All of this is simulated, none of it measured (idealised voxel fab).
The following is a process module called voxel capacitor over wiring.
The cross-section on display is named cut; it measures 155 nm wide, and its cells are 5 nm squares.
Cross-section format: a grid of square cells, given as bands from top to bottom; each band is one or more rows of cells.
Top height, bottom height, nm. Materials left to right, width each, nm. Single material + "all across" = fills band edge to edge. "blank" = empty.
Height datum 0, below which the as-received substrate wafer is one material. Lowest band open at the bottom, running downward: "0 and below".
Width "30->40": first value at the band's top row of cells, second value at its bottom row, equal change from row to row.
Reading "nothing got changed" for a step: not a cell of the cross-section changed in it.
Closed empty spaces (no open way to the top) of 8 cells or more are what "Completely enclosed voids" lists, each as width x height at distance from the left edge, nm for all three.
It should be noted that, on the line of a given step, the content following the step's settings is a remark produced by the simulator itself with respect to that step.
The setting "overlay nm" may be written on the line of a step. When the step uses a mask, the value reports how far to the right of the planned place the mask lay, and a negative value reports that it lay to the left.
Every pair from here on: before one process step, after it. The after cross-section reaches only to the lowest band that changed. Below the pair: the step in between and its settings. Pairs can belong to different runs of this module on the same starting wafer; a pair carries on from the pair above only if the entry headed "Before the process" says so.
[Before the process]
    120 down to 110 | Ru all across
    110 down to 105 | 50 nm TiN; 5 nm Ru; 100 nm TiN
    105 down to 95 | 45 nm SiO2; 5 nm TiN; 5 nm Ru; 5 nm TiN; 95 nm SiO2
    95 down to 90 | 45 nm SiO2; 15 nm TiN; 95 nm SiO2
    90 down to 85 | SiO2 all across
    85 down to 75 | 35 nm SiO2; 55 nm TiN; 65 nm SiO2
    75 down to 70 | 35 nm SiO2; 55 nm HfO2; 65 nm SiO2
    70 down to 60 | 30 nm SiO2; 65 nm TiN; 60 nm SiO2
    60 down to 45 | 35 nm lowk; 15 nm Ru; 105 nm lowk
    45 down to 40 | 35 nm SiCN; 15 nm Ru; 105 nm SiCN
    40 down to 20 | 20 nm SiO2; 5 nm TiN; 20 nm Ru; 5 nm TiN; 50 nm SiO2; 5 nm TiN; 20 nm Ru; 5 nm TiN; 25 nm SiO2
    20 down to 15 | 20 nm SiN; 30 nm TiN; 50 nm SiN; 30 nm TiN; 25 nm SiN
    15 down to 0 | SiO2 all across
    0 and below | Si all across
    Completely enclosed voids: none
[As Processed]
    105 down to 95 | 45 nm SiO2; 5 nm TiN; 5 nm Ru; 5 nm TiN; 95 nm SiO2
    Below a height of 95, the structure has not been altered.
    Completely enclosed voids: none
Step, before to after (see cross-sections above): op CMP | height nm 105
Before the process: the cross-section after the pair above
[As Processed]
    110 down to 105 | SiCN all across
    Below a height of 105, the structure has not been altered.
    Completely enclosed voids: none
Step, before to after (see cross-sections above): op CONFORMAL_DEP | material SiCN | thk nm 5
[Before the process]
    105 down to 90 | SiO2 all across
    90 down to 80 | 35 nm SiO2; 55 nm TiN; 65 nm SiO2
    80 down to 75 | 35 nm SiO2; 55 nm HfO2; 65 nm SiO2
    75 down to 65 | 30 nm SiO2; 65 nm TiN; 60 nm SiO2
    65 down to 50 | 35 nm lowk; 15 nm Ru; 105 nm lowk
    50 down to 45 | 35 nm SiCN; 15 nm Ru; 105 nm SiCN
    45 down to 20 | 20 nm SiO2; 5 nm TiN; 20 nm Ru; 5 nm TiN; 50 nm SiO2; 5 nm TiN; 20 nm Ru; 5 nm TiN; 25 nm SiO2
    20 down to 15 | 20 nm SiN; 30 nm TiN; 50 nm SiN; 30 nm TiN; 25 nm SiN
    15 down to 0 | SiO2 all across
    0 and below | Si all across
    Completely enclosed voids: none
[As Processed]
    105 down to 90 | 40 nm SiO2; 25 nm blank; 90 nm SiO2
    Below a height of 90, the structure has not been altered.
    Completely enclosed voids: none
Step, before to after (see cross-sections above): op MASKED_ETCH | tone open | mask id PLUG_2 | width nm 25 | etch materials SiO2 | depth nm 15 | overlay nm 0
Before the process: the cross-section after the pair above
[As Processed]
    110 down to 105 | 45 nm TiN; 15 nm blank; 95 nm TiN
    105 down to 95 | 40 nm SiO2; 5 nm TiN; 15 nm blank; 5 nm TiN; 90 nm SiO2
    95 down to 90 | 40 nm SiO2; 25 nm TiN; 90 nm SiO2
    Below a height of 90, the structure has not been altered.
    Completely enclosed voids: none
Step, before to after (see cross-sections above): op CONFORMAL_DEP | material TiN | thk nm 5
Before the process: the cross-section after the pair above
[As Processed]
    120 down to 110 | Ru all across
    110 down to 105 | 45 nm TiN; 15 nm Ru; 95 nm TiN
    105 down to 95 | 40 nm SiO2; 5 nm TiN; 15 nm Ru; 5 nm TiN; 90 nm SiO2
    Below a height of 95, the structure has not been altered.
    Completely enclosed voids: none
Step, before to after (see cross-sections above): op FILL_DEP | material Ru | thk nm 10
Before the process: the cross-section after the pair above
[As Processed]
    105 down to 95 | 40 nm SiO2; 5 nm TiN; 15 nm Ru; 5 nm TiN; 90 nm SiO2
    Below a height of 95, the structure has not been altered.
    Completely enclosed voids: none
Step, before to after (see cross-sections above): op CMP | height nm 105
Before the process: the cross-section after the pair above
[As Processed]
    110 down to 105 | SiCN all across
    Below a height of 105, the structure has not been altered.
    Completely enclosed voids: none
Step, before to after (see cross-sections above): op CONFORMAL_DEP | material SiCN | thk nm 5
[Before the process]
    65 down to 50 | lowk all across
    50 down to 45 | SiCN all across
    45 down to 20 | 20 nm SiO2; 5 nm TiN; 20 nm Ru; 5 nm TiN; 50 nm SiO2; 5 nm TiN; 20 nm Ru; 5 nm TiN; 25 nm SiO2
    20 down to 15 | 20 nm SiN; 30 nm TiN; 50 nm SiN; 30 nm TiN; 25 nm SiN
    15 down to 0 | SiO2 all across
    0 and below | Si all across
    Completely enclosed voids: none
[As Processed]
    65 down to 50 | 40 nm lowk; 15 nm blank; 100 nm lowk
    Below a height of 50, the structure has not been altered.
    Completely enclosed voids: none
Step, before to after (see cross-sections above): op MASKED_ETCH | tone open | mask id PLUG_1 | width nm 15 | etch materials lowk | depth nm 15 | overlay nm 5
Before the process: the cross-section after the pair above
[As Processed]
    65 down to 50 | 40 nm lowk; 15 nm blank; 100 nm lowk
    50 down to 45 | 40 nm SiCN; 10 nm blank; 105 nm SiCN
    Below a height of 45, the structure has not been altered.
    Completely enclosed voids: none
Step, before to after (see cross-sections above): op MASKED_ETCH | tone open | mask id PLUG_1 | width nm 15 | etch materials SiCN | depth nm 5 | overlay nm 0
Before the process: the cross-section after the pair above
[As Processed]
    65 down to 55 | 40 nm lowk; 15 nm blank; 100 nm lowk
    55 down to 50 | 40 nm lowk; 15 nm Ru; 100 nm lowk
    50 down to 45 | 40 nm SiCN; 10 nm Ru; 105 nm SiCN
    Below a height of 45, the structure has not been altered.
    Completely enclosed voids: none
Step, before to after (see cross-sections above): op EPI | material Ru | thk nm 10
Before the process: the cross-section after the pair above
[As Processed]
    65 down to 50 | 40 nm lowk; 15 nm Ru; 100 nm lowk
    Below a height of 50, the structure has not been altered.
    Completely enclosed voids: none
Step, before to after (see cross-sections above): op EPI | material Ru | thk nm 10
Before the process: the cross-section after the pair above
[As Processed]
    75 down to 65 | TiN all across
    Below a height of 65, the structure has not been altered.
    Completely enclosed voids: none
Step, before to after (see cross-sections above): op DIRECTIONAL_DEP | material TiN | thk nm 10
Before the process: the cross-section after the pair above
[As Processed]
    80 down to 75 | HfO2 all across
    Below a height of 75, the structure has not been altered.
    Completely enclosed voids: none
Step, before to after (see cross-sections above): op DIRECTIONAL_DEP | material HfO2 | thk nm 5
Before the process: the cross-section after the pair above
[As Processed]
    90 down to 80 | TiN all across
    Below a height of 80, the structure has not been altered.
    Completely enclosed voids: none
Step, before to after (see cross-sections above): op DIRECTIONAL_DEP | material TiN | thk nm 10
Before the process: the cross-section after the pair above
[As Processed]
    105 down to 90 | aC all across
    Below a height of 90, the structure has not been altered.
    Completely enclosed voids: none
Step, before to after (see cross-sections above): op DIRECTIONAL_DEP | material aC | thk nm 15
Before the process: the cross-section after the pair above
[As Processed]
    135 down to 105 | 35 nm blank; 55 nm resist; 65 nm blank
    Below a height of 105, the structure has not been altered.
    Completely enclosed voids: none
Step, before to after (see cross-sections above): op PATTERN | tone cover | mask id UPPER_PLATE | material resist | width nm 55 | thk nm 30 | overlay nm 0
Before the process: the cross-section after the pair above
[As Processed]
    120 down to 105 | 35 nm blank; 55 nm resist; 65 nm blank
    105 down to 90 | 35 nm blank; 55 nm aC; 65 nm blank
    Below a height of 90, the structure has not been altered.
    Completely enclosed voids: none
Step, before to after (see cross-sections above): op DIRECTIONAL_ETCH | etch materials aC | depth nm 15
Before the process: the cross-section after the pair above
[As Processed]
    105 down to 90 | 35 nm blank; 55 nm aC; 65 nm blank
    Below a height of 90, the structure has not been altered.
    Completely enclosed voids: none
Step, before to after (see cross-sections above): op STRIP | etch materials resist
Before the process: the cross-section after the pair above
[As Processed]
    105 down to 90 | 35 nm blank; 55 nm aC; 65 nm blank
    90 down to 80 | 35 nm blank; 55 nm TiN; 65 nm blank
    Below a height of 80, the structure has not been altered.
    Completely enclosed voids: none
Step, before to after (see cross-sections above): op DIRECTIONAL_ETCH | etch materials TiN | depth nm 10
Before the process: the cross-section after the pair above
[As Processed]
    105 down to 90 | 35 nm blank; 55 nm aC; 65 nm blank
    90 down to 80 | 35 nm blank; 55 nm TiN; 65 nm blank
    80 down to 75 | 35 nm blank; 55 nm HfO2; 65 nm blank
    Below a height of 75, the structure has not been altered.
    Completely enclosed voids: none
Step, before to after (see cross-sections above): op DIRECTIONAL_ETCH | etch materials HfO2 | depth nm 5
Before the process: the cross-section after the pair above
[As Processed]
    90 down to 80 | 35 nm blank; 55 nm TiN; 65 nm blank
    Below a height of 80, the structure has not been altered.
    Completely enclosed voids: none
Step, before to after (see cross-sections above): op STRIP | etch materials aC
Before the process: the cross-section after the pair above
[As Processed]
    100 down to 90 | 35 nm blank; 55 nm aC; 65 nm blank
    90 down to 85 | 35 nm blank; 55 nm TiN; 65 nm blank
    85 down to 80 | 35 nm aC; 55 nm TiN; 65 nm aC
    80 down to 75 | 35 nm aC; 55 nm HfO2; 65 nm aC
    Below a height of 75, the structure has not been altered.
    Completely enclosed voids: none
Step, before to after (see cross-sections above): op DIRECTIONAL_DEP | material aC | thk nm 10
Before the process: the cross-section after the pair above
[As Processed]
    130 down to 100 | 30 nm blank; 65 nm resist; 60 nm blank
    100 down to 90 | 30 nm blank; 5 nm resist; 55 nm aC; 5 nm resist; 60 nm blank
    90 down to 85 | 30 nm blank; 5 nm resist; 55 nm TiN; 5 nm resist; 60 nm blank
    Below a height of 85, the structure has not been altered.
    Completely enclosed voids: none
Step, before to after (see cross-sections above): op PATTERN | tone cover | mask id LOWER_PLATE | material resist | width nm 65 | thk nm 30 | overlay nm 0
Before the process: the cross-section after the pair above
[As Processed]
    120 down to 100 | 30 nm blank; 65 nm resist; 60 nm blank
    100 down to 90 | 30 nm blank; 5 nm resist; 55 nm aC; 5 nm resist; 60 nm blank
    90 down to 85 | 30 nm blank; 5 nm resist; 55 nm TiN; 5 nm resist; 60 nm blank
    85 down to 80 | 30 nm blank; 5 nm aC; 55 nm TiN; 5 nm aC; 60 nm blank
    80 down to 75 | 30 nm blank; 5 nm aC; 55 nm HfO2; 5 nm aC; 60 nm blank
    Below a height of 75, the structure has not been altered.
    Completely enclosed voids: none
Step, before to after (see cross-sections above): op DIRECTIONAL_ETCH | etch materials aC | depth nm 10
Before the process: the cross-section after the pair above
[As Processed]
    100 down to 90 | 35 nm blank; 55 nm aC; 65 nm blank
    90 down to 85 | 35 nm blank; 55 nm TiN; 65 nm blank
    Below a height of 85, the structure has not been altered.
    Completely enclosed voids: none
Step, before to after (see cross-sections above): op STRIP | etch materials resist
Before the process: the cross-section after the pair above
[As Processed]
    100 down to 90 | 35 nm blank; 55 nm aC; 65 nm blank
    90 down to 85 | 35 nm blank; 55 nm TiN; 65 nm blank
    85 down to 80 | 30 nm blank; 5 nm aC; 55 nm TiN; 5 nm aC; 60 nm blank
    80 down to 75 | 30 nm blank; 5 nm aC; 55 nm HfO2; 5 nm aC; 60 nm blank
    75 down to 65 | 30 nm blank; 65 nm TiN; 60 nm blank
    Below a height of 65, the structure has not been altered.
    Completely enclosed voids: none
Step, before to after (see cross-sections above): op DIRECTIONAL_ETCH | etch materials TiN | depth nm 10
Before the process: the cross-section after the pair above
[As Processed]
    90 down to 80 | 35 nm blank; 55 nm TiN; 65 nm blank
    80 down to 75 | 35 nm blank; 55 nm HfO2; 65 nm blank
    Below a height of 75, the structure has not been altered.
    Completely enclosed voids: none
Step, before to after (see cross-sections above): op STRIP | etch materials aC
Before the process: the cross-section after the pair above
[As Processed]
    110 down to 90 | SiO2 all across
    90 down to 80 | 35 nm SiO2; 55 nm TiN; 65 nm SiO2
    80 down to 75 | 35 nm SiO2; 55 nm HfO2; 65 nm SiO2
    75 down to 65 | 30 nm SiO2; 65 nm TiN; 60 nm SiO2
    Below a height of 65, the structure has not been altered.
    Completely enclosed voids: none
Step, before to after (see cross-sections above): op FILL_DEP | material SiO2 | thk nm 20
Before the process: the cross-section after the pair above
[As Processed]
    105 down to 90 | SiO2 all across
    Below a height of 90, the structure has not been altered.
    Completely enclosed voids: none
Step, before to after (see cross-sections above): op CMP | height nm 105
Before the process: the cross-section after the pair above
[As Processed]
    105 down to 90 | 45 nm SiO2; 15 nm blank; 95 nm SiO2
    Below a height of 90, the structure has not been altered.
    Completely enclosed voids: none
Step, before to after (see cross-sections above): op MASKED_ETCH | tone open | mask id PLUG_2 | width nm 15 | etch materials SiO2 | depth nm 15 | overlay nm 0
Before the process: the cross-section after the pair above
[As Processed]
    110 down to 105 | 50 nm TiN; 5 nm blank; 100 nm TiN
    105 down to 95 | 45 nm SiO2; 5 nm TiN; 5 nm blank; 5 nm TiN; 95 nm SiO2
    95 down to 90 | 45 nm SiO2; 15 nm TiN; 95 nm SiO2
    Below a height of 90, the structure has not been altered.
    Completely enclosed voids: none
Step, before to after (see cross-sections above): op CONFORMAL_DEP | material TiN | thk nm 5
Before the process: the cross-section after the pair above
[As Processed]
    120 down to 110 | Ru all across
    110 down to 105 | 50 nm TiN; 5 nm Ru; 100 nm TiN
    105 down to 95 | 45 nm SiO2; 5 nm TiN; 5 nm Ru; 5 nm TiN; 95 nm SiO2
    Below a height of 95, the structure has not been altered.
    Completely enclosed voids: none
Step, before to after (see cross-sections above): op FILL_DEP | material Ru | thk nm 10
Before the process: the cross-section after the pair above
[As Processed]
    105 down to 95 | 45 nm SiO2; 5 nm TiN; 5 nm Ru; 5 nm TiN; 95 nm SiO2
    Below a height of 95, the structure has not been altered.
    Completely enclosed voids: none
Step, before to after (see cross-sections above): op CMP | height nm 105
Before the process: the cross-section after the pair above
[As Processed]
    110 down to 105 | SiCN all across
    Below a height of 105, the structure has not been altered.
    Completely enclosed voids: none
Step, before to after (see cross-sections above): op CONFORMAL_DEP | material SiCN | thk nm 5
[Before the process]
    105 down to 90 | 45 nm SiO2; 15 nm blank; 95 nm SiO2
    90 down to 80 | 35 nm SiO2; 55 nm TiN; 65 nm SiO2
    80 down to 75 | 35 nm SiO2; 55 nm HfO2; 65 nm SiO2
    75 down to 65 | 30 nm SiO2; 65 nm TiN; 60 nm SiO2
    65 down to 50 | 35 nm lowk; 15 nm Ru; 105 nm lowk
    50 down to 45 | 35 nm SiCN; 15 nm Ru; 105 nm SiCN
    45 down to 20 | 20 nm SiO2; 5 nm TiN; 20 nm Ru; 5 nm TiN; 50 nm SiO2; 5 nm TiN; 20 nm Ru; 5 nm TiN; 25 nm SiO2
    20 down to 15 | 20 nm SiN; 30 nm TiN; 50 nm SiN; 30 nm TiN; 25 nm SiN
    15 down to 0 | SiO2 all across
    0 and below | Si all across
    Completely enclosed voids: none
[As Processed]
    110 down to 105 | 50 nm aC; 5 nm blank; 100 nm aC
    105 down to 95 | 45 nm SiO2; 5 nm aC; 5 nm blank; 5 nm aC; 95 nm SiO2
    95 down to 90 | 45 nm SiO2; 15 nm aC; 95 nm SiO2
    Below a height of 90, the structure has not been altered.
    Completely enclosed voids: none
Step, before to after (see cross-sections above): op CONFORMAL_DEP | material aC | thk nm 5
Before the process: the cross-section after the pair above
[As Processed]
    120 down to 110 | Ru all across
    110 down to 105 | 50 nm aC; 5 nm Ru; 100 nm aC
    105 down to 95 | 45 nm SiO2; 5 nm aC; 5 nm Ru; 5 nm aC; 95 nm SiO2
    Below a height of 95, the structure has not been altered.
    Completely enclosed voids: none
Step, before to after (see cross-sections above): op FILL_DEP | material Ru | thk nm 10
Before the process: the cross-section after the pair above
[As Processed]
    105 down to 95 | 45 nm SiO2; 5 nm aC; 5 nm Ru; 5 nm aC; 95 nm SiO2
    Below a height of 95, the structure has not been altered.
    Completely enclosed voids: none
Step, before to after (see cross-sections above): op CMP | height nm 105
Before the process: the cross-section after the pair above
[As Processed]
    110 down to 105 | SiCN all across
    Below a height of 105, the structure has not been altered.
    Completely enclosed voids: none
Step, before to after (see cross-sections above): op CONFORMAL_DEP | material SiCN | thk nm 5
[Before the process]
    105 down to 90 | aC all across
    90 down to 80 | TiN all across
    80 down to 75 | HfO2 all across
    75 down to 65 | TiN all across
    65 down to 50 | 35 nm lowk; 15 nm Ru; 105 nm lowk
    50 down to 45 | 35 nm SiCN; 15 nm Ru; 105 nm SiCN
    45 down to 20 | 20 nm SiO2; 5 nm TiN; 20 nm Ru; 5 nm TiN; 50 nm SiO2; 5 nm TiN; 20 nm Ru; 5 nm TiN; 25 nm SiO2
    20 down to 15 | 20 nm SiN; 30 nm TiN; 50 nm SiN; 30 nm TiN; 25 nm SiN
    15 down to 0 | SiO2 all across
    0 and below | Si all across
    Completely enclosed voids: none
[As Processed]
    135 down to 105 | 35 nm resist; 55 nm blank; 65 nm resist
    Below a height of 105, the structure has not been altered.
    Completely enclosed voids: none
Step, before to after (see cross-sections above): op PATTERN | tone open | mask id UPPER_PLATE | material resist | width nm 55 | thk nm 30 | overlay nm 0
Before the process: the cross-section after the pair above
[As Processed]
    120 down to 105 | 35 nm resist; 55 nm blank; 65 nm resist
    105 down to 90 | 35 nm aC; 55 nm blank; 65 nm aC
    Below a height of 90, the structure has not been altered.
    Completely enclosed voids: none
Step, before to after (see cross-sections above): op DIRECTIONAL_ETCH | etch materials aC | depth nm 15
Before the process: the cross-section after the pair above
[As Processed]
    105 down to 90 | 35 nm aC; 55 nm blank; 65 nm aC
    Below a height of 90, the structure has not been altered.
    Completely enclosed voids: none
Step, before to after (see cross-sections above): op STRIP | etch materials resist
Before the process: the cross-section after the pair above
[As Processed]
    105 down to 90 | 35 nm aC; 55 nm blank; 65 nm aC
    90 down to 80 | 35 nm TiN; 55 nm blank; 65 nm TiN
    Below a height of 80, the structure has not been altered.
    Completely enclosed voids: none
Step, before to after (see cross-sections above): op DIRECTIONAL_ETCH | etch materials TiN | depth nm 10
Before the process: the cross-section after the pair above
[As Processed]
    105 down to 90 | 35 nm aC; 55 nm blank; 65 nm aC
    90 down to 80 | 35 nm TiN; 55 nm blank; 65 nm TiN
    80 down to 75 | 35 nm HfO2; 55 nm blank; 65 nm HfO2
    Below a height of 75, the structure has not been altered.
    Completely enclosed voids: none
Step, before to after (see cross-sections above): op DIRECTIONAL_ETCH | etch materials HfO2 | depth nm 5
Before the process: the cross-section after the pair above
[As Processed]
    90 down to 80 | 35 nm TiN; 55 nm blank; 65 nm TiN
    Below a height of 80, the structure has not been altered.
    Completely enclosed voids: none
Step, before to after (see cross-sections above): op STRIP | etch materials aC
Before the process: the cross-section after the pair above
[As Processed]
    100 down to 90 | 35 nm aC; 55 nm blank; 65 nm aC
    90 down to 85 | 35 nm TiN; 55 nm blank; 65 nm TiN
    85 down to 80 | 35 nm TiN; 55 nm aC; 65 nm TiN
    80 down to 75 | 35 nm HfO2; 55 nm aC; 65 nm HfO2
    Below a height of 75, the structure has not been altered.
    Completely enclosed voids: none
Step, before to after (see cross-sections above): op DIRECTIONAL_DEP | material aC | thk nm 10
Before the process: the cross-section after the pair above
[As Processed]
    130 down to 100 | 30 nm blank; 65 nm resist; 60 nm blank
    100 down to 90 | 35 nm aC; 55 nm resist; 65 nm aC
    90 down to 85 | 35 nm TiN; 55 nm resist; 65 nm TiN
    Below a height of 85, the structure has not been altered.
    Completely enclosed voids: none
Step, before to after (see cross-sections above): op PATTERN | tone cover | mask id LOWER_PLATE | material resist | width nm 65 | thk nm 30 | overlay nm 0
Before the process: the cross-section after the pair above
[As Processed]
    120 down to 100 | 30 nm blank; 65 nm resist; 60 nm blank
    100 down to 90 | 30 nm blank; 5 nm aC; 55 nm resist; 5 nm aC; 60 nm blank
    Below a height of 90, the structure has not been altered.
    Completely enclosed voids: none
Step, before to after (see cross-sections above): op DIRECTIONAL_ETCH | etch materials aC | depth nm 10
Before the process: the cross-section after the pair above
[As Processed]
    100 down to 90 | 30 nm blank; 5 nm aC; 55 nm blank; 5 nm aC; 60 nm blank
    90 down to 85 | 35 nm TiN; 55 nm blank; 65 nm TiN
    Below a height of 85, the structure has not been altered.
    Completely enclosed voids: none
Step, before to after (see cross-sections above): op STRIP | etch materials resist
Before the process: the cross-section after the pair above
[As Processed]
    100 down to 90 | 30 nm blank; 5 nm aC; 55 nm blank; 5 nm aC; 60 nm blank
    90 down to 85 | 30 nm blank; 5 nm TiN; 55 nm blank; 5 nm TiN; 60 nm blank
    85 down to 80 | 30 nm blank; 5 nm TiN; 55 nm aC; 5 nm TiN; 60 nm blank
    Below a height of 80, the structure has not been altered.
    Completely enclosed voids: none
Step, before to after (see cross-sections above): op DIRECTIONAL_ETCH | etch materials TiN | depth nm 10
Before the process: the cross-section after the pair above
[As Processed]
    90 down to 80 | 30 nm blank; 5 nm TiN; 55 nm blank; 5 nm TiN; 60 nm blank
    80 down to 75 | 35 nm HfO2; 55 nm blank; 65 nm HfO2
    Below a height of 75, the structure has not been altered.
    Completely enclosed voids: none
Step, before to after (see cross-sections above): op STRIP | etch materials aC
Before the process: the cross-section after the pair above
[As Processed]
    110 down to 90 | SiO2 all across
    90 down to 80 | 30 nm SiO2; 5 nm TiN; 55 nm SiO2; 5 nm TiN; 60 nm SiO2
    80 down to 75 | 35 nm HfO2; 55 nm SiO2; 65 nm HfO2
    Below a height of 75, the structure has not been altered.
    Completely enclosed voids: none
Step, before to after (see cross-sections above): op FILL_DEP | material SiO2 | thk nm 20
Before the process: the cross-section after the pair above
[As Processed]
    105 down to 90 | SiO2 all across
    Below a height of 90, the structure has not been altered.
    Completely enclosed voids: none
Step, before to after (see cross-sections above): op CMP | height nm 105
Before the process: the cross-section after the pair above
[As Processed]
    105 down to 90 | 45 nm SiO2; 15 nm blank; 95 nm SiO2
    Below a height of 90, the structure has not been altered.
    Completely enclosed voids: none
Step, before to after (see cross-sections above): op MASKED_ETCH | tone open | mask id PLUG_2 | width nm 15 | etch materials SiO2 | depth nm 15 | overlay nm 0
Before the process: the cross-section after the pair above
[As Processed]
    110 down to 105 | 50 nm TiN; 5 nm blank; 100 nm TiN
    105 down to 95 | 45 nm SiO2; 5 nm TiN; 5 nm blank; 5 nm TiN; 95 nm SiO2
    95 down to 90 | 45 nm SiO2; 15 nm TiN; 95 nm SiO2
    Below a height of 90, the structure has not been altered.
    Completely enclosed voids: none
Step, before to after (see cross-sections above): op CONFORMAL_DEP | material TiN | thk nm 5
Before the process: the cross-section after the pair above
[As Processed]
    120 down to 110 | Ru all across
    110 down to 105 | 50 nm TiN; 5 nm Ru; 100 nm TiN
    105 down to 95 | 45 nm SiO2; 5 nm TiN; 5 nm Ru; 5 nm TiN; 95 nm SiO2
    Below a height of 95, the structure has not been altered.
    Completely enclosed voids: none
Step, before to after (see cross-sections above): op FILL_DEP | material Ru | thk nm 10
Before the process: the cross-section after the pair above
[As Processed]
    105 down to 95 | 45 nm SiO2; 5 nm TiN; 5 nm Ru; 5 nm TiN; 95 nm SiO2
    Below a height of 95, the structure has not been altered.
    Completely enclosed voids: none
Step, before to after (see cross-sections above): op CMP | height nm 105
Before the process: the cross-section after the pair above
[As Processed]
    110 down to 105 | SiCN all across
    Below a height of 105, the structure has not been altered.
    Completely enclosed voids: none
Step, before to after (see cross-sections above): op CONFORMAL_DEP | material SiCN | thk nm 5
